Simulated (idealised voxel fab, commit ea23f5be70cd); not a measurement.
process module | voxel gate over fins
cross-section cut | 240 nm wide | cells 5 nm
A cross-section is a grid of square cells, given in bands from the top down. A band is one or more rows of cells.
Each band's line starts with the height of the band's top and of its bottom, in nm. Then come its materials from left to right, each with its width in nm. One material with "throughout" fills the band from edge to edge. "air" is empty space.
Height 0 is the level under which the wafer as received is all one material. The lowest band goes on downwards, as in "0 down".
A width such as "30 to 40" changes by the same amount from each row of cells to the next, from the band's top row to its bottom row.
"no change" after a step means that no cell of the cross-section changed.
closed voids: empty space of 8 cells or more with no open way to the top, each as width x height at its distance from the left edge, in nm
after a step's settings: what the simulator itself notes on the step
overlay nm, on a step with a mask: how far to the right of its planned place the mask lay; to the left if negative
plan
1 op RECEIVE | material Si
2 op CONFORMAL_DEP | material SiN | thk nm 5
3 op PATTERN | tone cover | mask id FINS | material resist | width nm 15 | pitch nm 50 | thk nm 15 | overlay nm 0
4 op DIRECTIONAL_ETCH | etch materials SiN | depth nm 5
5 op DIRECTIONAL_ETCH | etch materials Si | depth nm 30
6 op STRIP | etch materials resist
7 op OXIDIZE | depth nm 5
8 op FILL_DEP | material SiO2 | thk nm 5
9 op CMP | height nm 5
10 op MASKED_ETCH | tone open | mask id RAIL | width nm 15 | etch materials SiO2 | depth nm 30 | overlay nm 0
11 op CONFORMAL_DEP | material TiN | thk nm 5
12 op FILL_DEP | material W | thk nm 10
13 op CMP | height nm 5
14 op SELECTIVE_ETCH | etch materials W Ru TiN | depth nm 20
15 op FILL_DEP | material SiO2 | thk nm 5
16 op CMP | height nm 5
17 op SELECTIVE_ETCH | etch materials SiO2 | depth nm 15
18 op STRIP | etch materials SiN
19 op CONFORMAL_DEP | material HfO2 | thk nm 5
20 op CONFORMAL_DEP | material TiN | thk nm 5
21 op FILL_DEP | material W | thk nm 15
22 op CMP | height nm 20
23 op CONFORMAL_DEP | material SiN | thk nm 5
first wafer, as planned
as received, after step 1
  0 down: Si throughout
  closed voids: none
after step 2
  5 to 0: SiN throughout
  below 0: unchanged
after step 3
  20 to 5: air 85 | resist 15 | air 35 | resist 15 | air 90
  below 5: unchanged
after step 4
  20 to 5: air 85 | resist 15 | air 35 | resist 15 | air 90
  5 to 0: air 85 | SiN 15 | air 35 | SiN 15 | air 90
  below 0: unchanged
after step 5
  20 to 5: air 85 | resist 15 | air 35 | resist 15 | air 90
  5 to 0: air 85 | SiN 15 | air 35 | SiN 15 | air 90
  0 to -30: air 85 | Si 15 | air 35 | Si 15 | air 90
  below -30: unchanged
after step 6
  5 to 0: air 85 | SiN 15 | air 35 | SiN 15 | air 90
  below 0: unchanged
after step 7
  5 to 0: air 85 | SiN 15 | air 35 | SiN 15 | air 90
  0 to -30: air 85 | SiO2 5 | Si 5 | SiO2 5 | air 35 | SiO2 5 | Si 5 | SiO2 5 | air 90
  -30 to -35: SiO2 90 | Si 5 | SiO2 45 | Si 5 | SiO2 95
  below -35: unchanged
after step 8
  10 to 5: SiO2 throughout
  5 to 0: SiO2 85 | SiN 15 | SiO2 35 | SiN 15 | SiO2 90
  0 to -35: SiO2 90 | Si 5 | SiO2 45 | Si 5 | SiO2 95
  below -35: unchanged
after step 9
  5 to 0: SiO2 85 | SiN 15 | SiO2 35 | SiN 15 | SiO2 90
  below 0: unchanged
after step 10
  5 to 0: SiO2 85 | SiN 15 | SiO2 10 | air 15 | SiO2 10 | SiN 15 | SiO2 90
  0 to -25: SiO2 90 | Si 5 | SiO2 15 | air 15 | SiO2 15 | Si 5 | SiO2 95
  below -25: unchanged
after step 11
  10 to 5: TiN 115 | air 5 | TiN 120
  5 to 0: SiO2 85 | SiN 15 | SiO2 10 | TiN 5 | air 5 | TiN 5 | SiO2 10 | SiN 15 | SiO2 90
  0 to -20: SiO2 90 | Si 5 | SiO2 15 | TiN 5 | air 5 | TiN 5 | SiO2 15 | Si 5 | SiO2 95
  -20 to -25: SiO2 90 | Si 5 | SiO2 15 | TiN 15 | SiO2 15 | Si 5 | SiO2 95
  below -25: unchanged
after step 12
  20 to 10: W throughout
  10 to 5: TiN 115 | W 5 | TiN 120
  5 to 0: SiO2 85 | SiN 15 | SiO2 10 | TiN 5 | W 5 | TiN 5 | SiO2 10 | SiN 15 | SiO2 90
  0 to -20: SiO2 90 | Si 5 | SiO2 15 | TiN 5 | W 5 | TiN 5 | SiO2 15 | Si 5 | SiO2 95
  below -20: unchanged
after step 13
  5 to 0: SiO2 85 | SiN 15 | SiO2 10 | TiN 5 | W 5 | TiN 5 | SiO2 10 | SiN 15 | SiO2 90
  below 0: unchanged
after step 14
  5 to 0: SiO2 85 | SiN 15 | SiO2 10 | air 15 | SiO2 10 | SiN 15 | SiO2 90
  0 to -15: SiO2 90 | Si 5 | SiO2 15 | air 15 | SiO2 15 | Si 5 | SiO2 95
  below -15: unchanged
after step 15
  10 to 5: SiO2 throughout
  5 to 0: SiO2 85 | SiN 15 | SiO2 35 | SiN 15 | SiO2 90
  0 to -15: SiO2 90 | Si 5 | SiO2 45 | Si 5 | SiO2 95
  below -15: unchanged
after step 16
  5 to 0: SiO2 85 | SiN 15 | SiO2 35 | SiN 15 | SiO2 90
  below 0: unchanged
after step 17
  5 to 0: air 85 | SiN 15 | air 35 | SiN 15 | air 90
  0 to -10: air 90 | Si 5 | air 45 | Si 5 | air 95
  below -10: unchanged
after step 18
  0 to -10: air 90 | Si 5 | air 45 | Si 5 | air 95
  below -10: unchanged
after step 19
  5 to 0: air 85 | HfO2 15 | air 35 | HfO2 15 | air 90
  0 to -5: air 85 | HfO2 5 | Si 5 | HfO2 5 | air 35 | HfO2 5 | Si 5 | HfO2 5 | air 90
  -5 to -10: HfO2 90 | Si 5 | HfO2 45 | Si 5 | HfO2 95
  below -10: unchanged
after step 20
  10 to 5: air 80 | TiN 25 | air 25 | TiN 25 | air 85
  5 to 0: air 80 | TiN 5 | HfO2 15 | TiN 5 | air 25 | TiN 5 | HfO2 15 | TiN 5 | air 85
  0 to -5: TiN 85 | HfO2 5 | Si 5 | HfO2 5 | TiN 35 | HfO2 5 | Si 5 | HfO2 5 | TiN 90
  below -5: unchanged
after step 21
  25 to 10: W throughout
  10 to 5: W 80 | TiN 25 | W 25 | TiN 25 | W 85
  5 to 0: W 80 | TiN 5 | HfO2 15 | TiN 5 | W 25 | TiN 5 | HfO2 15 | TiN 5 | W 85
  below 0: unchanged
after step 22
  20 to 10: W throughout
  below 10: unchanged
after step 23
  25 to 20: SiN throughout
  below 20: unchanged
second wafer: like start, like plan, one mistake. Through step 4 it matches the first wafer
when step 5 should have ended
  20 to 5: air 85 | resist 15 | air 35 | resist 15 | air 90
  5 to 0: air 85 | SiN 15 | air 35 | SiN 15 | air 90
  0 to -60: air 85 | Si 15 | air 35 | Si 15 | air 90
  below -60: unchanged
when step 6 should have ended
  5 to 0: air 85 | SiN 15 | air 35 | SiN 15 | air 90
  below 0: unchanged
when step 7 should have ended
  5 to 0: air 85 | SiN 15 | air 35 | SiN 15 | air 90
  0 to -60: air 85 | SiO2 5 | Si 5 | SiO2 5 | air 35 | SiO2 5 | Si 5 | SiO2 5 | air 90
  -60 to -65: SiO2 90 | Si 5 | SiO2 45 | Si 5 | SiO2 95
  below -65: unchanged
when step 8 should have ended
  10 to 5: SiO2 throughout
  5 to 0: SiO2 85 | SiN 15 | SiO2 35 | SiN 15 | SiO2 90
  0 to -65: SiO2 90 | Si 5 | SiO2 45 | Si 5 | SiO2 95
  below -65: unchanged
when step 9 should have ended
  5 to 0: SiO2 85 | SiN 15 | SiO2 35 | SiN 15 | SiO2 90
  below 0: unchanged
when step 10 should have ended
  5 to 0: SiO2 85 | SiN 15 | SiO2 10 | air 15 | SiO2 10 | SiN 15 | SiO2 90
  0 to -25: SiO2 90 | Si 5 | SiO2 15 | air 15 | SiO2 15 | Si 5 | SiO2 95
  below -25: unchanged
when step 11 should have ended
  10 to 5: TiN 115 | air 5 | TiN 120
  5 to 0: SiO2 85 | SiN 15 | SiO2 10 | TiN 5 | air 5 | TiN 5 | SiO2 10 | SiN 15 | SiO2 90
  0 to -20: SiO2 90 | Si 5 | SiO2 15 | TiN 5 | air 5 | TiN 5 | SiO2 15 | Si 5 | SiO2 95
  -20 to -25: SiO2 90 | Si 5 | SiO2 15 | TiN 15 | SiO2 15 | Si 5 | SiO2 95
  below -25: unchanged
when step 12 should have ended
  20 to 10: W throughout
  10 to 5: TiN 115 | W 5 | TiN 120
  5 to 0: SiO2 85 | SiN 15 | SiO2 10 | TiN 5 | W 5 | TiN 5 | SiO2 10 | SiN 15 | SiO2 90
  0 to -20: SiO2 90 | Si 5 | SiO2 15 | TiN 5 | W 5 | TiN 5 | SiO2 15 | Si 5 | SiO2 95
  below -20: unchanged
when step 13 should have ended
  5 to 0: SiO2 85 | SiN 15 | SiO2 10 | TiN 5 | W 5 | TiN 5 | SiO2 10 | SiN 15 | SiO2 90
  below 0: unchanged
when step 14 should have ended
  5 to 0: SiO2 85 | SiN 15 | SiO2 10 | air 15 | SiO2 10 | SiN 15 | SiO2 90
  0 to -15: SiO2 90 | Si 5 | SiO2 15 | air 15 | SiO2 15 | Si 5 | SiO2 95
  below -15: unchanged
when step 15 should have ended
  10 to 5: SiO2 throughout
  5 to 0: SiO2 85 | SiN 15 | SiO2 35 | SiN 15 | SiO2 90
  0 to -15: SiO2 90 | Si 5 | SiO2 45 | Si 5 | SiO2 95
  below -15: unchanged
when step 16 should have ended
  5 to 0: SiO2 85 | SiN 15 | SiO2 35 | SiN 15 | SiO2 90
  below 0: unchanged
when step 17 should have ended
  5 to 0: air 85 | SiN 15 | air 35 | SiN 15 | air 90
  0 to -10: air 90 | Si 5 | air 45 | Si 5 | air 95
  below -10: unchanged
when step 18 should have ended
  0 to -10: air 90 | Si 5 | air 45 | Si 5 | air 95
  below -10: unchanged
when step 19 should have ended
  5 to 0: air 85 | HfO2 15 | air 35 | HfO2 15 | air 90
  0 to -5: air 85 | HfO2 5 | Si 5 | HfO2 5 | air 35 | HfO2 5 | Si 5 | HfO2 5 | air 90
  -5 to -10: HfO2 90 | Si 5 | HfO2 45 | Si 5 | HfO2 95
  below -10: unchanged
when step 20 should have ended
  10 to 5: air 80 | TiN 25 | air 25 | TiN 25 | air 85
  5 to 0: air 80 | TiN 5 | HfO2 15 | TiN 5 | air 25 | TiN 5 | HfO2 15 | TiN 5 | air 85
  0 to -5: TiN 85 | HfO2 5 | Si 5 | HfO2 5 | TiN 35 | HfO2 5 | Si 5 | HfO2 5 | TiN 90
  below -5: unchanged
when step 21 should have ended
  25 to 10: W throughout
  10 to 5: W 80 | TiN 25 | W 25 | TiN 25 | W 85
  5 to 0: W 80 | TiN 5 | HfO2 15 | TiN 5 | W 25 | TiN 5 | HfO2 15 | TiN 5 | W 85
  below 0: unchanged
when step 22 should have ended
  20 to 10: W throughout
  below 10: unchanged
when step 23 should have ended
  25 to 20: SiN throughout
  below 20: unchanged
what went wrong: step 5 was run twice
at the end the second wafer has, in cells: 276 fewer of Si | 276 more of SiO2
